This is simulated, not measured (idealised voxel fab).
Process module name: voxel transistor to metal
Cross-sectional view cut (width: 180 nm; square cell size: 5 nm).
We lay out every cross-section as a grid of square cells and spell it out in bands from the top down, where one band means one or more rows of cells. Band: top and bottom heights (nm) first, top before bottom; then materials from left to right, widths in nm. "everywhere" marks a sole material filling the band edge to edge. "air" denotes empty space. The reference from which all heights are counted is 0, the level beneath which the as-received wafer is entirely one material; the lowest band, having no lower bound, proceeds downward and is written after the example "top 0, no bottom". Width "30 to 40": first value at the band's top row of cells, second value at its bottom row, equal change from row to row. No cell of the cross-section changed in a step that is given as "nothing different". So "Voids, enclosed" is basically the list of trapped voids: any empty space of 8 cells or more that can't reach the top through an opening. They're written width x height at distance, the distance being from the left edge, and it's all nm. Text after the settings on a step's line: the simulator's own remark on that step. Regarding "overlay nm": on a step with a mask, it is the distance the mask lay to the right of its planned place; a negative value places it to the left. So the way this works: pairs, before and after one process step. The after picture only goes down to the lowest band that actually changed, nothing below. Step and its settings are under each pair. And watch out, pairs might come from different runs of this module, same starting wafer though, so a pair only follows on from the one above if its "Before the process" entry tells you so.

Before the process:
	top 0, no bottom  Si everywhere
	Voids, enclosed: none

Sectional View, Post-Process:
	top 5, bottom 0  SiO2 everywhere
	Below a height of 0, the structure has not been altered.
	Voids, enclosed: none
Q: step between the cross-sections above? A: CONFORMAL_DEP: material SiO2, thk nm 5

Before the process: = after-state of the pair above.

Sectional View, Post-Process:
	top 15, bottom 5  SiN everywhere
	Below a height of 5, the structure has not been altered.
	Voids, enclosed: none
Q: step between the cross-sections above? A: CONFORMAL_DEP: material SiN, thk nm 10

Before the process: = after-state of the pair above.

Sectional View, Post-Process:
	top 30, bottom 15  aC everywhere
	Below a height of 15, the structure has not been altered.
	Voids, enclosed: none
Q: step between the cross-sections above? A: DIRECTIONAL_DEP: material aC, thk nm 15

Before the process: = after-state of the pair above.

Sectional View, Post-Process:
	top 60, bottom 30  air 30, then resist 120, then air 30
	Below a height of 30, the structure has not been altered.
	Voids, enclosed: none
Q: step between the cross-sections above? A: PATTERN: tone cover, mask id ACTIVE, material resist, width nm 120, thk nm 30, overlay nm 0

Before the process: = after-state of the pair above.

Sectional View, Post-Process:
	top 45, bottom 30  air 30, then resist 120, then air 30
	top 30, bottom 15  air 30, then aC 120, then air 30
	Below a height of 15, the structure has not been altered.
	Voids, enclosed: none
Q: step between the cross-sections above? A: DIRECTIONAL_ETCH: etch materials aC, depth nm 15

Before the process: = after-state of the pair above.

Sectional View, Post-Process:
	top 30, bottom 15  air 30, then aC 120, then air 30
	Below a height of 15, the structure has not been altered.
	Voids, enclosed: none
Q: step between the cross-sections above? A: STRIP: etch materials resist

Before the process: = after-state of the pair above.

Sectional View, Post-Process:
	top 30, bottom 15  air 30, then aC 120, then air 30
	top 15, bottom 5  air 30, then SiN 120, then air 30
	Below a height of 5, the structure has not been altered.
	Voids, enclosed: none
Q: step between the cross-sections above? A: DIRECTIONAL_ETCH: etch materials SiN, depth nm 10

Before the process: = after-state of the pair above.

Sectional View, Post-Process:
	top 30, bottom 15  air 30, then aC 120, then air 30
	top 15, bottom 5  air 30, then SiN 120, then air 30
	top 5, bottom 0  air 30, then SiO2 120, then air 30
	Below a height of 0, the structure has not been altered.
	Voids, enclosed: none
Q: step between the cross-sections above? A: DIRECTIONAL_ETCH: etch materials SiO2, depth nm 5

Before the process: = after-state of the pair above.

Sectional View, Post-Process:
	top 30, bottom 15  air 30, then aC 120, then air 30
	top 15, bottom 5  air 30, then SiN 120, then air 30
	top 5, bottom 0  air 30, then SiO2 120, then air 30
	top 0, bottom -25  air 30, then Si 120, then air 30
	Below a height of -25, the structure has not been altered.
	Voids, enclosed: none
Q: step between the cross-sections above? A: DIRECTIONAL_ETCH: etch materials Si, depth nm 25

Before the process: = after-state of the pair above.

Sectional View, Post-Process:
	top 15, bottom 5  air 30, then SiN 120, then air 30
	Below a height of 5, the structure has not been altered.
	Voids, enclosed: none
Q: step between the cross-sections above? A: STRIP: etch materials aC

Before the process: = after-state of the pair above.

Sectional View, Post-Process:
	top 25, bottom 15  SiO2 everywhere
	top 15, bottom 5  SiO2 30, then SiN 120, then SiO2 30
	top 5, bottom 0  SiO2 everywhere
	top 0, bottom -25  SiO2 30, then Si 120, then SiO2 30
	Below a height of -25, the structure has not been altered.
	Voids, enclosed: none
Q: step between the cross-sections above? A: FILL_DEP: material SiO2, thk nm 10

Before the process: = after-state of the pair above.

Sectional View, Post-Process:
	top 15, bottom 5  SiO2 30, then SiN 120, then SiO2 30
	Below a height of 5, the structure has not been altered.
	Voids, enclosed: none
Q: step between the cross-sections above? A: CMP: height nm 15

Before the process: = after-state of the pair above.

Sectional View, Post-Process:
	top 15, bottom 5  air 30, then SiN 120, then air 30
	Below a height of 5, the structure has not been altered.
	Voids, enclosed: none
Q: step between the cross-sections above? A: SELECTIVE_ETCH: etch materials SiO2, depth nm 10

Before the process: = after-state of the pair above.

Sectional View, Post-Process:
	top 5, bottom 0  SiO2 everywhere
	Below a height of 0, the structure has not been altered.
	Voids, enclosed: none
Q: step between the cross-sections above? A: STRIP: etch materials SiN

Before the process: = after-state of the pair above.

Sectional View, Post-Process:
	top 0, bottom -25  SiO2 30, then Si 120, then SiO2 30
	Below a height of -25, the structure has not been altered.
	Voids, enclosed: none
Q: step between the cross-sections above? A: SELECTIVE_ETCH: etch materials SiO2, depth nm 5

Before the process: = after-state of the pair above.

Sectional View, Post-Process:
	top 0, bottom -5  SiO2 everywhere
	Below a height of -5, the structure has not been altered.
	Voids, enclosed: none
Q: step between the cross-sections above? A: OXIDIZE: depth nm 5

Before the process: = after-state of the pair above.

Sectional View, Post-Process:
	top 25, bottom 0  polySi everywhere
	Below a height of 0, the structure has not been altered.
	Voids, enclosed: none
Q: step between the cross-sections above? A: DIRECTIONAL_DEP: material polySi, thk nm 25

Before the process: = after-state of the pair above.

Sectional View, Post-Process:
	top 40, bottom 25  SiCN everywhere
	Below a height of 25, the structure has not been altered.
	Voids, enclosed: none
Q: step between the cross-sections above? A: DIRECTIONAL_DEP: material SiCN, thk nm 15

Before the process: = after-state of the pair above.

Sectional View, Post-Process:
	top 55, bottom 40  aC everywhere
	Below a height of 40, the structure has not been altered.
	Voids, enclosed: none
Q: step between the cross-sections above? A: DIRECTIONAL_DEP: material aC, thk nm 15

Before the process: = after-state of the pair above.

Sectional View, Post-Process:
	top 85, bottom 55  air 75, then resist 30, then air 75
	Below a height of 55, the structure has not been altered.
	Voids, enclosed: none
Q: step between the cross-sections above? A: PATTERN: tone cover, mask id GATE, material resist, width nm 30, thk nm 30, overlay nm 0

Before the process: = after-state of the pair above.

Sectional View, Post-Process:
	top 70, bottom 55  air 75, then resist 30, then air 75
	top 55, bottom 40  air 75, then aC 30, then air 75
	Below a height of 40, the structure has not been altered.
	Voids, enclosed: none
Q: step between the cross-sections above? A: DIRECTIONAL_ETCH: etch materials aC, depth nm 15

Before the process: = after-state of the pair above.

Sectional View, Post-Process:
	top 55, bottom 40  air 75, then aC 30, then air 75
	Below a height of 40, the structure has not been altered.
	Voids, enclosed: none
Q: step between the cross-sections above? A: STRIP: etch materials resist

Before the process: = after-state of the pair above.

Sectional View, Post-Process:
	top 55, bottom 40  air 75, then aC 30, then air 75
	top 40, bottom 25  air 75, then SiCN 30, then air 75
	Below a height of 25, the structure has not been altered.
	Voids, enclosed: none
Q: step between the cross-sections above? A: DIRECTIONAL_ETCH: etch materials SiCN, depth nm 25

Before the process: = after-state of the pair above.

Sectional View, Post-Process:
	top 55, bottom 40  air 75, then aC 30, then air 75
	top 40, bottom 25  air 75, then SiCN 30, then air 75
	top 25, bottom 0  air 75, then polySi 30, then air 75
	Below a height of 0, the structure has not been altered.
	Voids, enclosed: none
Q: step between the cross-sections above? A: DIRECTIONAL_ETCH: etch materials polySi, depth nm 35

Before the process: = after-state of the pair above.

Sectional View, Post-Process:
	top 40, bottom 25  air 75, then SiCN 30, then air 75
	Below a height of 25, the structure has not been altered.
	Voids, enclosed: none
Q: step between the cross-sections above? A: STRIP: etch materials aC

Before the process: = after-state of the pair above.

Sectional View, Post-Process:
	top 45, bottom 40  air 70, then SiO2 40, then air 70
	top 40, bottom 25  air 70, then SiO2 5, then SiCN 30, then SiO2 5, then air 70
	top 25, bottom 5  air 70, then SiO2 5, then polySi 30, then SiO2 5, then air 70
	top 5, bottom 0  SiO2 75, then polySi 30, then SiO2 75
	Below a height of 0, the structure has not been altered.
	Voids, enclosed: none
Q: step between the cross-sections above? A: CONFORMAL_DEP: material SiO2, thk nm 5

Before the process: = after-state of the pair above.

Sectional View, Post-Process:
	top 40, bottom 25  air 70, then SiO2 5, then SiCN 30, then SiO2 5, then air 70
	top 25, bottom 0  air 70, then SiO2 5, then polySi 30, then SiO2 5, then air 70
	Below a height of 0, the structure has not been altered.
	Voids, enclosed: none
Q: step between the cross-sections above? A: DIRECTIONAL_ETCH: etch materials SiO2, depth nm 5

Before the process: = after-state of the pair above.

Sectional View, Post-Process:
	top 45, bottom 40  air 65, then SiN 50, then air 65
	top 40, bottom 25  air 65, then SiN 5, then SiO2 5, then SiCN 30, then SiO2 5, then SiN 5, then air 65
	top 25, bottom 5  air 65, then SiN 5, then SiO2 5, then polySi 30, then SiO2 5, then SiN 5, then air 65
	top 5, bottom 0  SiN 70, then SiO2 5, then polySi 30, then SiO2 5, then SiN 70
	Below a height of 0, the structure has not been altered.
	Voids, enclosed: none
Q: step between the cross-sections above? A: CONFORMAL_DEP: material SiN, thk nm 5

Before the process: = after-state of the pair above.

Sectional View, Post-Process:
	top 40, bottom 25  air 65, then SiN 5, then SiO2 5, then SiCN 30, then SiO2 5, then SiN 5, then air 65
	top 25, bottom 0  air 65, then SiN 5, then SiO2 5, then polySi 30, then SiO2 5, then SiN 5, then air 65
	Below a height of 0, the structure has not been altered.
	Voids, enclosed: none
Q: step between the cross-sections above? A: DIRECTIONAL_ETCH: etch materials SiN, depth nm 5

Before the process: = after-state of the pair above.

Sectional View, Post-Process:
	top 40, bottom 35  air 65, then SiN 5, then air 5, then SiCN 30, then air 5, then SiN 5, then air 65
	top 35, bottom 25  air 65, then SiN 5, then SiO2 5, then SiCN 30, then SiO2 5, then SiN 5, then air 65
	top 25, bottom 0  air 65, then SiN 5, then SiO2 5, then polySi 30, then SiO2 5, then SiN 5, then air 65
	top 0, bottom -5  air 65, then SiO2 50, then air 65
	Below a height of -5, the structure has not been altered.
	Voids, enclosed: none
Q: step between the cross-sections above? A: DIRECTIONAL_ETCH: etch materials SiO2, depth nm 5

Before the process: = after-state of the pair above.

Sectional View, Post-Process:
	top 40, bottom 35  air 65, then SiN 5, then air 5, then SiCN 30, then air 5, then SiN 5, then air 65
	top 35, bottom 25  air 65, then SiN 5, then SiO2 5, then SiCN 30, then SiO2 5, then SiN 5, then air 65
	top 25, bottom 0  air 65, then SiN 5, then SiO2 5, then polySi 30, then SiO2 5, then SiN 5, then air 65
	top 0, bottom -5  air 25, then SiGe 40, then SiO2 50, then SiGe 40, then air 25
	Below a height of -5, the structure has not been altered.
	Voids, enclosed: none
Q: step between the cross-sections above? A: EPI: material SiGe, thk nm 5

Before the process: = after-state of the pair above.

Sectional View, Post-Process:
	top 45, bottom 40  SiO2 everywhere
	top 40, bottom 25  SiO2 65, then SiN 5, then SiO2 5, then SiCN 30, then SiO2 5, then SiN 5, then SiO2 65
	top 25, bottom 0  SiO2 65, then SiN 5, then SiO2 5, then polySi 30, then SiO2 5, then SiN 5, then SiO2 65
	top 0, bottom -5  SiO2 25, then SiGe 40, then SiO2 50, then SiGe 40, then SiO2 25
	Below a height of -5, the structure has not been altered.
	Voids, enclosed: none
Q: step between the cross-sections above? A: FILL_DEP: material SiO2, thk nm 5

Before the process: = after-state of the pair above.

Sectional View, Post-Process:
	top 25, bottom 0  SiO2 65, then SiN 5, then SiO2 5, then polySi 30, then SiO2 5, then SiN 5, then SiO2 65
	Below a height of 0, the structure has not been altered.
	Voids, enclosed: none
Q: step between the cross-sections above? A: CMP: height nm 25

Before the process: = after-state of the pair above.

Sectional View, Post-Process:
	top 25, bottom 0  SiO2 65, then SiN 5, then SiO2 5, then air 30, then SiO2 5, then SiN 5, then SiO2 65
	Below a height of 0, the structure has not been altered.
	Voids, enclosed: none
Q: step between the cross-sections above? A: STRIP: etch materials polySi

Before the process: = after-state of the pair above.

Sectional View, Post-Process:
	top 25, bottom 20  air 65, then SiN 5, then air 40, then SiN 5, then air 65
	top 20, bottom 0  SiO2 65, then SiN 5, then air 40, then SiN 5, then SiO2 65
	top 0, bottom -5  SiO2 25, then SiGe 40, then SiO2 5, then air 40, then SiO2 5, then SiGe 40, then SiO2 25
	Below a height of -5, the structure has not been altered.
	Voids, enclosed: none
Q: step between the cross-sections above? A: SELECTIVE_ETCH: etch materials SiO2, depth nm 5

Before the process: = after-state of the pair above.

Sectional View, Post-Process:
	top 30, bottom 25  air 60, then HfO2 15, then air 30, then HfO2 15, then air 60
	top 25, bottom 20  HfO2 65, then SiN 5, then HfO2 5, then air 30, then HfO2 5, then SiN 5, then HfO2 65
	top 20, bottom 0  SiO2 65, then SiN 5, then HfO2 5, then air 30, then HfO2 5, then SiN 5, then SiO2 65
	top 0, bottom -5  SiO2 25, then SiGe 40, then SiO2 5, then HfO2 40, then SiO2 5, then SiGe 40, then SiO2 25
	Below a height of -5, the structure has not been altered.
	Voids, enclosed: none
Q: step between the cross-sections above? A: CONFORMAL_DEP: material HfO2, thk nm 5

Before the process: = after-state of the pair above.

Sectional View, Post-Process:
	top 35, bottom 30  air 55, then TiN 25, then air 20, then TiN 25, then air 55
	top 30, bottom 25  TiN 60, then HfO2 15, then TiN 5, then air 20, then TiN 5, then HfO2 15, then TiN 60
	top 25, bottom 20  HfO2 65, then SiN 5, then HfO2 5, then TiN 5, then air 20, then TiN 5, then HfO2 5, then SiN 5, then HfO2 65
	top 20, bottom 5  SiO2 65, then SiN 5, then HfO2 5, then TiN 5, then air 20, then TiN 5, then HfO2 5, then SiN 5, then SiO2 65
	top 5, bottom 0  SiO2 65, then SiN 5, then HfO2 5, then TiN 30, then HfO2 5, then SiN 5, then SiO2 65
	Below a height of 0, the structure has not been altered.
	Voids, enclosed: none
Q: step between the cross-sections above? A: CONFORMAL_DEP: material TiN, thk nm 5

Before the process: = after-state of the pair above.

Sectional View, Post-Process:
	top 45, bottom 35  W everywhere
	top 35, bottom 30  W 55, then TiN 25, then W 20, then TiN 25, then W 55
	top 30, bottom 25  TiN 60, then HfO2 15, then TiN 5, then W 20, then TiN 5, then HfO2 15, then TiN 60
	top 25, bottom 20  HfO2 65, then SiN 5, then HfO2 5, then TiN 5, then W 20, then TiN 5, then HfO2 5, then SiN 5, then HfO2 65
	top 20, bottom 5  SiO2 65, then SiN 5, then HfO2 5, then TiN 5, then W 20, then TiN 5, then HfO2 5, then SiN 5, then SiO2 65
	Below a height of 5, the structure has not been altered.
	Voids, enclosed: none
Q: step between the cross-sections above? A: FILL_DEP: material W, thk nm 10

Before the process: = after-state of the pair above.

Sectional View, Post-Process:
	top 20, bottom 5  SiO2 65, then SiN 5, then HfO2 5, then TiN 5, then W 20, then TiN 5, then HfO2 5, then SiN 5, then SiO2 65
	Below a height of 5, the structure has not been altered.
	Voids, enclosed: none
Q: step between the cross-sections above? A: CMP: height nm 20

Before the process: = after-state of the pair above.

Sectional View, Post-Process:
	top 35, bottom 20  SiO2 everywhere
	Below a height of 20, the structure has not been altered.
	Voids, enclosed: none
Q: step between the cross-sections above? A: DIRECTIONAL_DEP: material SiO2, thk nm 15

Before the process: = after-state of the pair above.

Sectional View, Post-Process:
	top 50, bottom 35  resist 40, then air 20, then resist 60, then air 20, then resist 40
	Below a height of 35, the structure has not been altered.
	Voids, enclosed: none
Q: step between the cross-sections above? A: PATTERN: tone open, mask id CONTACT, material resist, width nm 20, pitch nm 80, thk nm 15, overlay nm 0

Before the process: = after-state of the pair above.

Sectional View, Post-Process:
	top 50, bottom 35  resist 40, then air 20, then resist 60, then air 20, then resist 40
	top 35, bottom 20  SiO2 40, then air 20, then SiO2 60, then air 20, then SiO2 40
	top 20, bottom 5  SiO2 40, then air 20, then SiO2 5, then SiN 5, then HfO2 5, then TiN 5, then W 20, then TiN 5, then HfO2 5, then SiN 5, then SiO2 5, then air 20, then SiO2 40
	top 5, bottom 0  SiO2 40, then air 20, then SiO2 5, then SiN 5, then HfO2 5, then TiN 30, then HfO2 5, then SiN 5, then SiO2 5, then air 20, then SiO2 40
	Below a height of 0, the structure has not been altered.
	Voids, enclosed: none
Q: step between the cross-sections above? A: DIRECTIONAL_ETCH: etch materials SiO2, depth nm 35

Before the process: = after-state of the pair above.

Sectional View, Post-Process:
	top 35, bottom 20  SiO2 40, then air 20, then SiO2 60, then air 20, then SiO2 40
	Below a height of 20, the structure has not been altered.
	Voids, enclosed: none
Q: step between the cross-sections above? A: STRIP: etch materials resist

Before the process: = after-state of the pair above.

Sectional View, Post-Process:
	top 40, bottom 35  TiN 45, then air 10, then TiN 70, then air 10, then TiN 45
	top 35, bottom 20  SiO2 40, then TiN 5, then air 10, then TiN 5, then SiO2 60, then TiN 5, then air 10, then TiN 5, then SiO2 40
	top 20, bottom 5  SiO2 40, then TiN 5, then air 10, then TiN 5, then SiO2 5, then SiN 5, then HfO2 5, then TiN 5, then W 20, then TiN 5, then HfO2 5, then SiN 5, then SiO2 5, then TiN 5, then air 10, then TiN 5, then SiO2 40
	top 5, bottom 0  SiO2 40, then TiN 20, then SiO2 5, then SiN 5, then HfO2 5, then TiN 30, then HfO2 5, then SiN 5, then SiO2 5, then TiN 20, then SiO2 40
	Below a height of 0, the structure has not been altered.
	Voids, enclosed: none
Q: step between the cross-sections above? A: CONFORMAL_DEP: material TiN, thk nm 5

Before the process: = after-state of the pair above.

Sectional View, Post-Process:
	top 45, bottom 40  W everywhere
	top 40, bottom 35  TiN 45, then W 10, then TiN 70, then W 10, then TiN 45
	top 35, bottom 20  SiO2 40, then TiN 5, then W 10, then TiN 5, then SiO2 60, then TiN 5, then W 10, then TiN 5, then SiO2 40
	top 20, bottom 5  SiO2 40, then TiN 5, then W 10, then TiN 5, then SiO2 5, then SiN 5, then HfO2 5, then TiN 5, then W 20, then TiN 5, then HfO2 5, then SiN 5, then SiO2 5, then TiN 5, then W 10, then TiN 5, then SiO2 40
	Below a height of 5, the structure has not been altered.
	Voids, enclosed: none
Q: step between the cross-sections above? A: FILL_DEP: material W, thk nm 5

Before the process: = after-state of the pair above.

Sectional View, Post-Process:
	top 35, bottom 20  SiO2 40, then TiN 5, then W 10, then TiN 5, then SiO2 60, then TiN 5, then W 10, then TiN 5, then SiO2 40
	Below a height of 20, the structure has not been altered.
	Voids, enclosed: none
Q: step between the cross-sections above? A: CMP: height nm 35

Before the process: = after-state of the pair above.

Sectional View, Post-Process:
	top 40, bottom 35  SiN everywhere
	Below a height of 35, the structure has not been altered.
	Voids, enclosed: none
Q: step between the cross-sections above? A: CONFORMAL_DEP: material SiN, thk nm 5

Before the process: = after-state of the pair above.

Sectional View, Post-Process:
	top 60, bottom 40  lowk everywhere
	Below a height of 40, the structure has not been altered.
	Voids, enclosed: none
Q: step between the cross-sections above? A: DIRECTIONAL_DEP: material lowk, thk nm 20

Before the process: = after-state of the pair above.

Sectional View, Post-Process:
	top 75, bottom 60  aC everywhere
	Below a height of 60, the structure has not been altered.
	Voids, enclosed: none
Q: step between the cross-sections above? A: DIRECTIONAL_DEP: material aC, thk nm 15

Before the process: = after-state of the pair above.

Sectional View, Post-Process:
	top 105, bottom 75  resist 40, then air 20, then resist 60, then air 20, then resist 40
	Below a height of 75, the structure has not been altered.
	Voids, enclosed: none
Q: step between the cross-sections above? A: PATTERN: tone open, mask id METAL_1, material resist, width nm 20, pitch nm 80, thk nm 30, overlay nm 0

Before the process: = after-state of the pair above.

Sectional View, Post-Process:
	top 90, bottom 75  resist 40, then air 20, then resist 60, then air 20, then resist 40
	top 75, bottom 60  aC 40, then air 20, then aC 60, then air 20, then aC 40
	Below a height of 60, the structure has not been altered.
	Voids, enclosed: none
Q: step between the cross-sections above? A: DIRECTIONAL_ETCH: etch materials aC, depth nm 15

Before the process: = after-state of the pair above.

Sectional View, Post-Process:
	top 75, bottom 60  aC 40, then air 20, then aC 60, then air 20, then aC 40
	Below a height of 60, the structure has not been altered.
	Voids, enclosed: none
Q: step between the cross-sections above? A: STRIP: etch materials resist

Before the process: = after-state of the pair above.

Sectional View, Post-Process:
	top 75, bottom 60  aC 40, then air 20, then aC 60, then air 20, then aC 40
	top 60, bottom 40  lowk 40, then air 20, then lowk 60, then air 20, then lowk 40
	Below a height of 40, the structure has not been altered.
	Voids, enclosed: none
Q: step between the cross-sections above? A: DIRECTIONAL_ETCH: etch materials lowk, depth nm 20

Before the process: = after-state of the pair above.

Sectional View, Post-Process:
	top 75, bottom 60  aC 40, then air 20, then aC 60, then air 20, then aC 40
	top 60, bottom 40  lowk 40, then air 20, then lowk 60, then air 20, then lowk 40
	top 40, bottom 35  SiN 40, then air 20, then SiN 60, then air 20, then SiN 40
	Below a height of 35, the structure has not been altered.
	Voids, enclosed: none
Q: step between the cross-sections above? A: DIRECTIONAL_ETCH: etch materials SiN, depth nm 5

Before the process: = after-state of the pair above.

Sectional View, Post-Process:
	top 60, bottom 40  lowk 40, then air 20, then lowk 60, then air 20, then lowk 40
	Below a height of 40, the structure has not been altered.
	Voids, enclosed: none
Q: step between the cross-sections above? A: STRIP: etch materials aC

Before the process: = after-state of the pair above.

Sectional View, Post-Process:
	top 65, bottom 60  TiN 45, then air 10, then TiN 70, then air 10, then TiN 45
	top 60, bottom 40  lowk 40, then TiN 5, then air 10, then TiN 5, then lowk 60, then TiN 5, then air 10, then TiN 5, then lowk 40
	top 40, bottom 35  SiN 40, then TiN 20, then SiN 60, then TiN 20, then SiN 40
	Below a height of 35, the structure has not been altered.
	Voids, enclosed: none
Q: step between the cross-sections above? A: CONFORMAL_DEP: material TiN, thk nm 5

Before the process: = after-state of the pair above.

Sectional View, Post-Process:
	top 70, bottom 65  Ru everywhere
	top 65, bottom 60  TiN 45, then Ru 10, then TiN 70, then Ru 10, then TiN 45
	top 60, bottom 40  lowk 40, then TiN 5, then Ru 10, then TiN 5, then lowk 60, then TiN 5, then Ru 10, then TiN 5, then lowk 40
	Below a height of 40, the structure has not been altered.
	Voids, enclosed: none
Q: step between the cross-sections above? A: FILL_DEP: material Ru, thk nm 5

Before the process: = after-state of the pair above.

Sectional View, Post-Process:
	top 60, bottom 40  lowk 40, then TiN 5, then Ru 10, then TiN 5, then lowk 60, then TiN 5, then Ru 10, then TiN 5, then lowk 40
	Below a height of 40, the structure has not been altered.
	Voids, enclosed: none
Q: step between the cross-sections above? A: CMP: height nm 60

Before the process: = after-state of the pair above.

Sectional View, Post-Process:
	top 65, bottom 60  air 35, then Ru 30, then air 50, then Ru 30, then air 35
	Below a height of 60, the structure has not been altered.
	Voids, enclosed: none
Q: step between the cross-sections above? A: EPI: material Ru, thk nm 5

Before the process: = after-state of the pair above.

Sectional View, Post-Process:
	top 70, bottom 65  SiCN everywhere
	top 65, bottom 60  SiCN 35, then Ru 30, then SiCN 50, then Ru 30, then SiCN 35
	Below a height of 60, the structure has not been altered.
	Voids, enclosed: none
Q: step between the cross-sections above? A: FILL_DEP: material SiCN, thk nm 5

Before the process: = after-state of the pair above.

Sectional View, Post-Process:
	top 105, bottom 70  lowk everywhere
	Below a height of 70, the structure has not been altered.
	Voids, enclosed: none
Q: step between the cross-sections above? A: DIRECTIONAL_DEP: material lowk, thk nm 35

Before the process: = after-state of the pair above.

Sectional View, Post-Process:
	top 105, bottom 70  lowk 40, then air 15, then lowk 65, then air 15, then lowk 45
	Below a height of 70, the structure has not been altered.
	Voids, enclosed: none
Q: step between the cross-sections above? A: MASKED_ETCH: tone open, mask id METAL_2_HOLES, width nm 15, pitch nm 80, etch materials lowk, depth nm 35, overlay nm 0

Before the process: = after-state of the pair above.

Sectional View, Post-Process:
	top 120, bottom 105  resist 40, then air 20, then resist 60, then air 20, then resist 40
	Below a height of 105, the structure has not been altered.
	Voids, enclosed: none
Q: step between the cross-sections above? A: PATTERN: tone open, mask id METAL_2, material resist, width nm 20, pitch nm 80, thk nm 15, overlay nm 0

Before the process: = after-state of the pair above.

Sectional View, Post-Process:
	top 120, bottom 105  resist 40, then air 20, then resist 60, then air 20, then resist 40
	top 105, bottom 85  lowk 40, then air 20, then lowk 60, then air 20, then lowk 40
	Below a height of 85, the structure has not been altered.
	Voids, enclosed: none
Q: step between the cross-sections above? A: DIRECTIONAL_ETCH: etch materials lowk, depth nm 20

Before the process: = after-state of the pair above.

Sectional View, Post-Process:
	top 120, bottom 105  resist 40, then air 20, then resist 60, then air 20, then resist 40
	top 105, bottom 85  lowk 40, then air 20, then lowk 60, then air 20, then lowk 40
	top 85, bottom 70  lowk 40, then air 15, then lowk 65, then air 15, then lowk 45
	top 70, bottom 65  SiCN 40, then air 15, then SiCN 65, then air 15, then SiCN 45
	Below a height of 65, the structure has not been altered.
	Voids, enclosed: none
Q: step between the cross-sections above? A: DIRECTIONAL_ETCH: etch materials SiCN, depth nm 5

Before the process: = after-state of the pair above.

Sectional View, Post-Process:
	top 105, bottom 85  lowk 40, then air 20, then lowk 60, then air 20, then lowk 40
	Below a height of 85, the structure has not been altered.
	Voids, enclosed: none
Q: step between the cross-sections above? A: STRIP: etch materials resist

Before the process: = after-state of the pair above.

Sectional View, Post-Process:
	top 110, bottom 105  TiN 45, then air 10, then TiN 70, then air 10, then TiN 45
	top 105, bottom 90  lowk 40, then TiN 5, then air 10, then TiN 5, then lowk 60, then TiN 5, then air 10, then TiN 5, then lowk 40
	top 90, bottom 85  lowk 40, then TiN 5, then air 5, then TiN 10, then lowk 60, then TiN 5, then air 5, then TiN 10, then lowk 40
	top 85, bottom 70  lowk 40, then TiN 5, then air 5, then TiN 5, then lowk 65, then TiN 5, then air 5, then TiN 5, then lowk 45
	top 70, bottom 65  SiCN 40, then TiN 15, then SiCN 65, then TiN 15, then SiCN 45
	Below a height of 65, the structure has not been altered.
	Voids, enclosed: none
Q: step between the cross-sections above? A: CONFORMAL_DEP: material TiN, thk nm 5

Before the process: = after-state of the pair above.

Sectional View, Post-Process:
	top 120, bottom 110  Cu everywhere
	top 110, bottom 105  TiN 45, then Cu 10, then TiN 70, then Cu 10, then TiN 45
	top 105, bottom 90  lowk 40, then TiN 5, then Cu 10, then TiN 5, then lowk 60, then TiN 5, then Cu 10, then TiN 5, then lowk 40
	top 90, bottom 85  lowk 40, then TiN 5, then Cu 5, then TiN 10, then lowk 60, then TiN 5, then Cu 5, then TiN 10, then lowk 40
	top 85, bottom 70  lowk 40, then TiN 5, then Cu 5, then TiN 5, then lowk 65, then TiN 5, then Cu 5, then TiN 5, then lowk 45
	Below a height of 70, the structure has not been altered.
	Voids, enclosed: none
Q: step between the cross-sections above? A: FILL_DEP: material Cu, thk nm 10

Before the process: = after-state of the pair above.

Sectional View, Post-Process:
	top 105, bottom 90  lowk 40, then TiN 5, then Cu 10, then TiN 5, then lowk 60, then TiN 5, then Cu 10, then TiN 5, then lowk 40
	Below a height of 90, the structure has not been altered.
	Voids, enclosed: none
Q: step between the cross-sections above? A: CMP: height nm 105

Before the process: = after-state of the pair above.

Sectional View, Post-Process:
	top 110, bottom 105  SiCN everywhere
	Below a height of 105, the structure has not been altered.
	Voids, enclosed: none
Q: step between the cross-sections above? A: CONFORMAL_DEP: material SiCN, thk nm 5

Before the process:
	top 45, bottom 35  W everywhere
	top 35, bottom 30  W 55, then TiN 25, then W 20, then TiN 25, then W 55
	top 30, bottom 25  TiN 60, then HfO2 15, then TiN 5, then W 20, then TiN 5, then HfO2 15, then TiN 60
	top 25, bottom 20  HfO2 65, then SiN 5, then HfO2 5, then TiN 5, then W 20, then TiN 5, then HfO2 5, then SiN 5, then HfO2 65
	top 20, bottom 5  SiO2 65, then SiN 5, then HfO2 5, then TiN 5, then W 20, then TiN 5, then HfO2 5, then SiN 5, then SiO2 65
	top 5, bottom 0  SiO2 65, then SiN 5, then HfO2 5, then TiN 30, then HfO2 5, then SiN 5, then SiO2 65
	top 0, bottom -5  SiO2 25, then SiGe 40, then SiO2 5, then HfO2 40, then SiO2 5, then SiGe 40, then SiO2 25
	top -5, bottom -25  SiO2 30, then Si 120, then SiO2 30
	top -25, no bottom  Si everywhere
	Voids, enclosed: none

Sectional View, Post-Process:
	top 60, bottom 45  SiO2 everywhere
	Below a height of 45, the structure has not been altered.
	Voids, enclosed: none
Q: step between the cross-sections above? A: DIRECTIONAL_DEP: material SiO2, thk nm 15

Before the process: = after-state of the pair above.

Sectional View, Post-Process:
	top 75, bottom 60  resist 40, then air 20, then resist 60, then air 20, then resist 40
	Below a height of 60, the structure has not been altered.
	Voids, enclosed: none
Q: step between the cross-sections above? A: PATTERN: tone open, mask id CONTACT, material resist, width nm 20, pitch nm 80, thk nm 15, overlay nm 0

Before the process: = after-state of the pair above.

Sectional View, Post-Process:
	top 75, bottom 60  resist 40, then air 20, then resist 60, then air 20, then resist 40
	top 60, bottom 45  SiO2 40, then air 20, then SiO2 60, then air 20, then SiO2 40
	Below a height of 45, the structure has not been altered.
	Voids, enclosed: none
Q: step between the cross-sections above? A: DIRECTIONAL_ETCH: etch materials SiO2, depth nm 35

Before the process: = after-state of the pair above.

Sectional View, Post-Process:
	top 60, bottom 45  SiO2 40, then air 20, then SiO2 60, then air 20, then SiO2 40
	Below a height of 45, the structure has not been altered.
	Voids, enclosed: none
Q: step between the cross-sections above? A: STRIP: etch materials resist

Before the process: = after-state of the pair above.

Sectional View, Post-Process:
	top 65, bottom 60  TiN 45, then air 10, then TiN 70, then air 10, then TiN 45
	top 60, bottom 50  SiO2 40, then TiN 5, then air 10, then TiN 5, then SiO2 60, then TiN 5, then air 10, then TiN 5, then SiO2 40
	top 50, bottom 45  SiO2 40, then TiN 20, then SiO2 60, then TiN 20, then SiO2 40
	Below a height of 45, the structure has not been altered.
	Voids, enclosed: none
Q: step between the cross-sections above? A: CONFORMAL_DEP: material TiN, thk nm 5
